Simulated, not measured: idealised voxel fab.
process module | voxel air gaps
cross-section cut | 215 nm wide | cells 5 nm
A cross-section is a grid of square cells, given in bands from the top down. A band is one or more rows of cells.
Each band's line starts with the height of the band's top and of its bottom, in nm. Then come its materials from left to right, each with its width in nm. One material with "throughout" fills the band from edge to edge. "air" is empty space.
Height 0 is the level under which the wafer as received is all one material. The lowest band goes on downwards, as in "0 down".
A width such as "30 to 40" changes by the same amount from each row of cells to the next, from the band's top row to its bottom row.
"no change" after a step means that no cell of the cross-section changed.
closed voids: empty space of 8 cells or more with no open way to the top, each as width x height at its distance from the left edge, in nm
after a step's settings: what the simulator itself notes on the step
overlay nm, on a step with a mask: how far to the right of its planned place the mask lay; to the left if negative
plan
1 op RECEIVE | material Si
2 op CONFORMAL_DEP | material SiO2 | thk nm 10
3 op CONFORMAL_DEP | material SiN | thk nm 5
4 op DIRECTIONAL_DEP | material SiO2 | thk nm 40
5 op DIRECTIONAL_DEP | material aC | thk nm 10
6 op PATTERN | tone open | mask id LINES | material resist | width nm 20 | pitch nm 45 | thk nm 25 | overlay nm 0
7 op DIRECTIONAL_ETCH | etch materials aC | depth nm 10
8 op STRIP | etch materials resist
9 op DIRECTIONAL_ETCH | etch materials SiO2 | depth nm 40
10 op STRIP | etch materials aC
11 op CONFORMAL_DEP | material TiN | thk nm 5
12 op FILL_DEP | material Ru | thk nm 5
13 op CMP | height nm 55
14 op EPI | material Ru | thk nm 10
15 op SELECTIVE_ETCH | etch materials SiO2 | depth nm 50
16 op CONFORMAL_DEP | material SiN | thk nm 5
as received, after step 1
  0 down: Si throughout
  closed voids: none
first wafer at the end, as planned
  70 to 65: air 15 | SiN 185 | air 15
  65 to 55: air 15 | SiN 5 | Ru 40 | SiN 5 | Ru 40 | SiN 5 | Ru 40 | SiN 5 | Ru 40 | SiN 5 | air 15
  55 to 50: air 15 | SiN 15 | TiN 5 | Ru 10 | TiN 5 | SiN 25 | TiN 5 | Ru 10 | TiN 5 | SiN 25 | TiN 5 | Ru 10 | TiN 5 | SiN 25 | TiN 5 | Ru 10 | TiN 5 | SiN 15 | air 15
  50 to 20: air 25 | SiN 5 | TiN 5 | Ru 10 | TiN 5 | SiN 5 | air 15 | SiN 5 | TiN 5 | Ru 10 | TiN 5 | SiN 5 | air 15 | SiN 5 | TiN 5 | Ru 10 | TiN 5 | SiN 5 | air 15 | SiN 5 | TiN 5 | Ru 10 | TiN 5 | SiN 5 | air 25
  20 to 15: SiN 30 | TiN 20 | SiN 25 | TiN 20 | SiN 25 | TiN 20 | SiN 25 | TiN 20 | SiN 30
  15 to 10: SiN throughout
  10 to 0: SiO2 throughout
  0 down: Si throughout
  closed voids: 15 x 30 at 55; 15 x 30 at 100; 15 x 30 at 145
second wafer at the end: like start, like plan, one mistake
  65 to 55: air 20 | Ru 40 | air 5 | Ru 40 | air 5 | Ru 40 | air 5 | Ru 40 | air 20
  55 to 20: air 30 | TiN 5 | Ru 10 | TiN 5 | air 25 | TiN 5 | Ru 10 | TiN 5 | air 25 | TiN 5 | Ru 10 | TiN 5 | air 25 | TiN 5 | Ru 10 | TiN 5 | air 30
  20 to 15: air 30 | TiN 20 | air 25 | TiN 20 | air 25 | TiN 20 | air 25 | TiN 20 | air 30
  15 to 10: SiN throughout
  10 to 0: SiO2 throughout
  0 down: Si throughout
  closed voids: none
what went wrong: step 16 was left out
at the end the second wafer has, in cells: 143 fewer of SiN
closed voids at the end (first wafer, second wafer): 3, 0
